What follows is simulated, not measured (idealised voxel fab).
The document below concerns the process module designated voxel capacitor over wiring.
The cross-section shown here is cut; it is 270 nm wide and divided into square cells measuring 5 nm on a side.
For the purposes of this document, a cross-section shall be understood as a grid of square cells, specified as bands listed in top-to-bottom order, each band consisting of one or more rows of cells.
Basically the band line says how high the top is and how high the bottom is, in nm, and then what's in it from left to right, every material with its width in nm. Empty space shows up as "empty", and if a single material carries "edge to edge" it runs the full band edge to edge.
Measure heights from 0. That's the level where, below it, the as-received wafer is all one material. The lowest band is bottomless and extends downward; write it as in "z 0 and below".
The width entry "30->40" should be interpreted row by row: the top row of cells in the band takes the first number, the bottom row takes the second number, and the change between adjacent rows is uniform throughout.
A step reported as "left unchanged" is a step in which no cell of the cross-section changed.
Basically, "Closed void catalog" tells you about the enclosed voids: empty spaces with no open way to the top, 8 cells or bigger, each written width x height at distance, where distance is from the left edge, all in nm.
On each step's line, the part that comes after the settings is the simulator's own comment on the step.
Regarding "overlay nm": on a step with a mask, it is the distance the mask lay to the right of its planned place; a negative value places it to the left.
# List of planned process steps
1: RECEIVE | material Si
2: CONFORMAL_DEP | material SiO2 | thk nm 15
3: CONFORMAL_DEP | material SiN | thk nm 5
4: DIRECTIONAL_DEP | material lowk | thk nm 20
5: DIRECTIONAL_DEP | material aC | thk nm 10
6: PATTERN | tone open | mask id METAL_1 | material resist | width nm 20 | pitch nm 75 | thk nm 30 | overlay nm 0
7: DIRECTIONAL_ETCH | etch materials aC | depth nm 10
8: STRIP | etch materials resist
9: DIRECTIONAL_ETCH | etch materials lowk | depth nm 20
10: DIRECTIONAL_ETCH | etch materials SiN | depth nm 5
11: STRIP | etch materials aC
12: CONFORMAL_DEP | material TiN | thk nm 5
13: FILL_DEP | material W | thk nm 10
14: CMP | height nm 40
15: EPI | material Ru | thk nm 5
16: FILL_DEP | material SiCN | thk nm 5
17: DIRECTIONAL_DEP | material lowk | thk nm 20
18: DIRECTIONAL_DEP | material aC | thk nm 15
19: PATTERN | tone open | mask id PLUG_1 | material resist | width nm 15 | thk nm 35 | overlay nm 0
20: DIRECTIONAL_ETCH | etch materials aC | depth nm 15
21: STRIP | etch materials resist
22: DIRECTIONAL_ETCH | etch materials lowk | depth nm 20
23: DIRECTIONAL_ETCH | etch materials SiCN | depth nm 5
24: STRIP | etch materials aC
25: CONFORMAL_DEP | material TiN | thk nm 5
26: FILL_DEP | material W | thk nm 10
27: CMP | height nm 70
28: DIRECTIONAL_DEP | material TiN | thk nm 10
29: DIRECTIONAL_DEP | material SiN | thk nm 5
30: DIRECTIONAL_DEP | material TiN | thk nm 5
31: MASKED_ETCH | tone cover | mask id UPPER_PLATE | width nm 60 | etch materials TiN | depth nm 5 | overlay nm 0
32: MASKED_ETCH | tone cover | mask id UPPER_PLATE | width nm 60 | etch materials SiN | depth nm 5 | overlay nm 0
33: PATTERN | tone cover | mask id LOWER_PLATE | material resist | width nm 70 | thk nm 15 | overlay nm 0
34: DIRECTIONAL_ETCH | etch materials TiN | depth nm 10
35: STRIP | etch materials resist
36: FILL_DEP | material SiO2 | thk nm 15
37: CMP | height nm 100
38: DIRECTIONAL_DEP | material aC | thk nm 10
39: PATTERN | tone open | mask id PLUG_2 | material resist | width nm 15 | thk nm 30 | overlay nm 0
40: DIRECTIONAL_ETCH | etch materials aC | depth nm 10
41: STRIP | etch materials resist
42: DIRECTIONAL_ETCH | etch materials SiO2 | depth nm 10
43: STRIP | etch materials aC
44: CONFORMAL_DEP | material TiN | thk nm 5
45: FILL_DEP | material Ru | thk nm 10
46: CMP | height nm 100
47: CONFORMAL_DEP | material SiN | thk nm 5
# Step 1 complete: cross-section of the wafer as received
z 0 and below | Si edge to edge
Closed void catalog: none
# Looking at the first of two wafers in cross-section at end of module - ran to plan
z 105 to 100 | SiN edge to edge
z 100 to 95 | 100 SiO2 / 5 TiN / 5 Ru / 5 TiN / 155 SiO2
z 95 to 85 | 100->90 SiO2 / 15->60 TiN / 155->120 SiO2
z 85 to 80 | 90 SiO2 / 60 SiN / 120 SiO2
z 80 to 70 | 85 SiO2 / 70 TiN / 115 SiO2
z 70 to 50 | 90 lowk / 5 TiN / 5 W / 5 TiN / 165 lowk
z 50 to 45 | 90 SiCN / 15 TiN / 165 SiCN
z 45 to 40 | 80 SiCN / 30 Ru / 45 SiCN / 30 Ru / 85 SiCN
z 40 to 20 | 85 lowk / 5 TiN / 10 W / 5 TiN / 55 lowk / 5 TiN / 10 W / 5 TiN / 90 lowk
z 20 to 15 | 85 SiN / 20 TiN / 55 SiN / 20 TiN / 90 SiN
z 15 to 0 | SiO2 edge to edge
z 0 and below | Si edge to edge
Closed void catalog: none
# So this is wafer number two of the two, cut at the end of the module - it started where the first did and had the same plan, we just got one thing wrong running it
z 105 to 100 | SiN edge to edge
z 100 to 95 | 100 SiO2 / 5 TiN / 5 Ru / 5 TiN / 155 SiO2
z 95 to 85 | 100->90 SiO2 / 15->60 TiN / 155->120 SiO2
z 85 to 80 | 90 SiO2 / 60 SiN / 120 SiO2
z 80 to 70 | 85 SiO2 / 70 TiN / 115 SiO2
z 70 to 50 | 90 lowk / 5 TiN / 5 W / 5 TiN / 165 lowk
z 50 to 45 | 90 SiCN / 15 TiN / 165 SiCN
z 45 to 40 | 80 SiCN / 30 Ru / 45 SiCN / 30 Ru / 85 SiCN
z 40 to 20 | 85 lowk / 5 TiN / 10 W / 5 TiN / 55 lowk / 5 TiN / 10 W / 5 TiN / 90 lowk
z 20 to 15 | 85 SiN / 20 TiN / 55 SiN / 20 TiN / 90 SiN
z 15 to 0 | TiN edge to edge
z 0 and below | Si edge to edge
Closed void catalog: none
Error vs. plan: note that step 2 departed from the planned setting and was carried out as CONFORMAL_DEP | material TiN | thk nm 15
Upon completion, the second wafer contains, in terms of cells, a greater or smaller amount of certain materials than the first wafer: SiO2: 162 fewer, TiN: 162 more
